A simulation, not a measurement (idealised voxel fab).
The name of this process module is voxel self aligned contacts.
cross-section cut | 230 nm wide | cells 5 nm
Cross-section format: a grid of square cells, given as bands from top to bottom; each band is one or more rows of cells. Band entry format. Leading values: height of top, height of bottom, nm. Remainder: materials in left-to-right order, each with its width in nm. Special words: "throughout" on a single material, which then fills the band edge to edge; "air", empty space. Where do heights start? At 0: under that level the wafer as delivered is made of one material only. And the lowest band has no floor; it just carries on downward, as in "z 0 and below". When a width is written as two numbers, as in "30..40", the first number is the width in the top row of cells of the band and the second is the width in its bottom row, and the width changes by the same amount from each row to the next. Step note "no modifications" = no cross-section cell changed. Basically, "Closed internal voids" tells you about the enclosed voids: empty spaces with no open way to the top, 8 cells or bigger, each written width x height at distance, where distance is from the left edge, all in nm. Formally, on a step line, whatever follows the settings is a remark that the simulator itself makes on the step. A step line may carry the setting "overlay nm", which, for steps involving a mask, states the distance by which the mask lay to the right of its intended position; negative values denote displacement to the left.
Intended process steps
1) RECEIVE,material Si
2) OXIDIZE,depth nm 5
3) DIRECTIONAL_DEP,material polySi,thk nm 30
4) DIRECTIONAL_DEP,material SiN,thk nm 20
5) PATTERN,tone cover,mask id GATE,material resist,width nm 35,pitch nm 70,thk nm 20,overlay nm 0
6) DIRECTIONAL_ETCH,etch materials SiN,depth nm 20
7) DIRECTIONAL_ETCH,etch materials polySi,depth nm 30
8) STRIP,etch materials resist
9) CONFORMAL_DEP,material SiN,thk nm 5
10) DIRECTIONAL_ETCH,etch materials SiN,depth nm 5
11) FILL_DEP,material SiO2,thk nm 20
12) CMP,height nm 60
13) MASKED_ETCH,tone open,mask id CONTACT,width nm 55,etch materials SiO2,depth nm 65,overlay nm 0
14) CONFORMAL_DEP,material TiN,thk nm 5
15) FILL_DEP,material W,thk nm 5
16) CMP,height nm 60
17) CONFORMAL_DEP,material SiN,thk nm 5
Cross-section of the wafer upon arrival, representing the state reached after step 1
* z 0 and below: Si throughout
* Closed internal voids: none
First wafer of two, sectioned at end of module; run went per plan
* z 65 to 60: SiN throughout
* z 60 to 50: SiO2: 85; TiN: 5..20; W: 45..15; TiN: 5..20; SiO2: 90
* z 50 to 30: SiO2: 55; SiN: 45; TiN: 5; W: 15; TiN: 5; SiN: 45; SiO2: 60
* z 30 to 0: SiO2: 55; SiN: 5; polySi: 35; SiN: 5; TiN: 5; W: 15; TiN: 5; SiN: 5; polySi: 35; SiN: 5; SiO2: 60
* z 0 to -5: SiO2: 100; TiN: 25; SiO2: 105
* z -5 and below: Si throughout
* Closed internal voids: none
Wafer two (of two), end-of-module cross-section: start = wafer one, plan = wafer one, one run mistake
* z 65 to 60: SiN throughout
* z 60 to 50: SiO2: 75; TiN: 5..30; W: 45..15; TiN: 5..10; SiO2: 100
* z 50 to 30: SiO2: 55; SiN: 45; TiN: 5; W: 15; TiN: 5; SiN: 45; SiO2: 60
* z 30 to 0: SiO2: 55; SiN: 5; polySi: 35; SiN: 5; TiN: 5; W: 15; TiN: 5; SiN: 5; polySi: 35; SiN: 5; SiO2: 60
* z 0 to -5: SiO2: 100; TiN: 25; SiO2: 105
* z -5 and below: Si throughout
* Closed internal voids: none
Misprocessing identified: the process deviated at step 13: the operation and settings actually run there were MASKED_ETCH,tone open,mask id CONTACT,width nm 55,etch materials SiO2,depth nm 65,overlay nm -10
So at the finish, the second wafer's got exactly as many cells of each material as the first, just not in the same spots.
